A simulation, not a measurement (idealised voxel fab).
process module | voxel double patterning
cross-section cut | 170 nm wide | cells 5 nm
A cross-section is a grid of square cells, given in bands from the top down. A band is one or more rows of cells.
Each band's line starts with the height of the band's top and of its bottom, in nm. Then come its materials from left to right, each with its width in nm. One material with "throughout" fills the band from edge to edge. "air" is empty space.
Height 0 is the level under which the wafer as received is all one material. The lowest band goes on downwards, as in "0 down".
A width such as "30 to 40" changes by the same amount from each row of cells to the next, from the band's top row to its bottom row.
"no change" after a step means that no cell of the cross-section changed.
closed voids: empty space of 8 cells or more with no open way to the top, each as width x height at its distance from the left edge, in nm
after a step's settings: what the simulator itself notes on the step
overlay nm, on a step with a mask: how far to the right of its planned place the mask lay; to the left if negative
plan
1 op RECEIVE | material Si
2 op CONFORMAL_DEP | material SiN | thk nm 10
3 op DIRECTIONAL_DEP | material SiO2 | thk nm 10
4 op DIRECTIONAL_DEP | material SiCN | thk nm 5
5 op DIRECTIONAL_DEP | material aC | thk nm 15
6 op PATTERN | tone open | mask id FIRST | material resist | width nm 15 | pitch nm 50 | thk nm 30 | overlay nm 0
7 op DIRECTIONAL_ETCH | etch materials aC | depth nm 15
8 op STRIP | etch materials resist
9 op DIRECTIONAL_ETCH | etch materials SiCN | depth nm 5
10 op STRIP | etch materials aC
11 op DIRECTIONAL_DEP | material aC | thk nm 15
12 op PATTERN | tone open | mask id SECOND | material resist | width nm 15 | pitch nm 50 | thk nm 30 | overlay nm -15
13 op DIRECTIONAL_ETCH | etch materials aC | depth nm 15
14 op STRIP | etch materials resist
15 op DIRECTIONAL_ETCH | etch materials SiCN | depth nm 5
16 op STRIP | etch materials aC
17 op DIRECTIONAL_ETCH | etch materials SiO2 | depth nm 10
18 op STRIP | etch materials SiCN
varied across the wafers: overlay nm of step 12. The plan shows the first wafer's value. All wafers start alike
first wafer as received, after step 1
  0 down: Si throughout
  closed voids: none
each wafer at the end: cells of each material gained (+) or lost (-) since it was received, then its closed voids
overlay nm -15 | +68 SiN | +42 SiO2 | closed voids: none
overlay nm -10 | +68 SiN | +38 SiO2 | closed voids: none
overlay nm -5 | +68 SiN | +38 SiO2 | closed voids: none
overlay nm 0 | +68 SiN | +38 SiO2 | closed voids: none
overlay nm 5 | +68 SiN | +38 SiO2 | closed voids: none
overlay nm 10 | +68 SiN | +38 SiO2 | closed voids: none
overlay nm 15 | +68 SiN | +42 SiO2 | closed voids: none
